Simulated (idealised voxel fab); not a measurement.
The document below concerns the process module designated voxel capacitor over wiring.
It is cross-section cut that appears here, measuring 170 nm in width, its square cells being 5 nm in size.
Throughout this document, each cross-section is represented as a grid of square cells and is presented as a sequence of bands enumerated from the top downward, where a band comprises one or more rows of cells.
Heights first: top, then bottom, in nm. Then materials, left to right, each with a width in nm. "all across" on a single material: fills the band edge to edge. "air": empty space.
Heights are measured from 0, the level below which the as-received wafer is all one material; the lowest band has no bottom and continues downward, written as in "from 0 down".
It should be noted that a width expressed as "30->40" varies in equal increments from row to row of cells within the band, taking the value of the first number at the top row and that of the second number at the bottom row.
"changes: none" means the step left every cell of the cross-section as it was.
Entry "Closed cavity list" = empty spaces >= 8 cells with no open way to the top; each as width x height at distance, distance from left edge, all nm.
Heads up: the bit after the settings on a step's line is the simulator's remark on that step.
overlay nm: mask right of planned place by this much (step with mask). Neg. = left.

### The steps planned for the process are as follows
1. RECEIVE,material Si
2. CONFORMAL_DEP,material SiO2,thk nm 10
3. CONFORMAL_DEP,material SiN,thk nm 5
4. DIRECTIONAL_DEP,material SiO2,thk nm 15
5. PATTERN,tone open,mask id METAL_1,material resist,width nm 30,pitch nm 95,thk nm 15,overlay nm 0
6. DIRECTIONAL_ETCH,etch materials SiO2,depth nm 15
7. DIRECTIONAL_ETCH,etch materials SiN,depth nm 5
8. STRIP,etch materials resist
9. CONFORMAL_DEP,material TiN,thk nm 5
10. FILL_DEP,material Cu,thk nm 5
11. CMP,height nm 30
12. CONFORMAL_DEP,material SiCN,thk nm 5
13. DIRECTIONAL_DEP,material SiO2,thk nm 10
14. DIRECTIONAL_DEP,material aC,thk nm 10
15. PATTERN,tone open,mask id PLUG_1,material resist,width nm 15,thk nm 25,overlay nm 0
16. DIRECTIONAL_ETCH,etch materials aC,depth nm 10
17. STRIP,etch materials resist
18. DIRECTIONAL_ETCH,etch materials SiO2,depth nm 10
19. DIRECTIONAL_ETCH,etch materials SiCN,depth nm 5
20. STRIP,etch materials aC
21. CONFORMAL_DEP,material TiN,thk nm 5
22. FILL_DEP,material Ru,thk nm 5
23. CMP,height nm 45
24. DIRECTIONAL_DEP,material TiN,thk nm 10
25. DIRECTIONAL_DEP,material HfO2,thk nm 5
26. DIRECTIONAL_DEP,material TiN,thk nm 10
27. MASKED_ETCH,tone cover,mask id UPPER_PLATE,width nm 70,etch materials TiN,depth nm 10,overlay nm 0
28. MASKED_ETCH,tone cover,mask id UPPER_PLATE,width nm 70,etch materials HfO2,depth nm 5,overlay nm 0
29. DIRECTIONAL_DEP,material aC,thk nm 15
30. PATTERN,tone cover,mask id LOWER_PLATE,material resist,width nm 80,thk nm 30,overlay nm 0
31. DIRECTIONAL_ETCH,etch materials aC,depth nm 15
32. STRIP,etch materials resist
33. DIRECTIONAL_ETCH,etch materials TiN,depth nm 10
34. STRIP,etch materials aC
35. FILL_DEP,material SiO2,thk nm 15
36. CMP,height nm 80
37. PATTERN,tone open,mask id PLUG_2,material resist,width nm 15,thk nm 15,overlay nm 0
38. DIRECTIONAL_ETCH,etch materials SiO2,depth nm 10
39. STRIP,etch materials resist
40. CONFORMAL_DEP,material TiN,thk nm 5
41. FILL_DEP,material Ru,thk nm 10
42. CMP,height nm 80
43. CONFORMAL_DEP,material SiCN,thk nm 5

### Wafer as received: cross-section following step 1
  from 0 down = Si all across
  Closed cavity list: none

### Module complete, cross-section. Starting point and plan per above. One mistake made in running the module
  from 85 to 80 = SiCN all across
  from 80 to 75 = Ru: 40, TiN: 5, SiO2: 15, TiN: 5, Ru: 105
  from 75 to 70 = TiN: 45, SiO2: 15, TiN: 110
  from 70 to 60 = SiO2: 35, TiN: 70, SiO2: 65
  from 60 to 55 = SiO2: 35, HfO2: 70, SiO2: 65
  from 55 to 45 = SiO2: 30, TiN: 80, SiO2: 60
  from 45 to 35 = SiO2: 35, TiN: 5, Ru: 5, TiN: 5, SiO2: 120
  from 35 to 30 = SiCN: 35, TiN: 15, SiCN: 120
  from 30 to 15 = SiO2: 20, TiN: 5, Cu: 20, TiN: 5, SiO2: 65, TiN: 5, Cu: 20, TiN: 5, SiO2: 25
  from 15 to 10 = SiN: 20, TiN: 30, SiN: 65, TiN: 30, SiN: 25
  from 10 to 0 = SiO2 all across
  from 0 down = Si all across
  Closed cavity list: none
Deviation noted in wafer processing: heads up, step 37 didn't go per plan, it actually ran as PATTERN,tone cover,mask id PLUG_2,material resist,width nm 15,thk nm 15,overlay nm 0
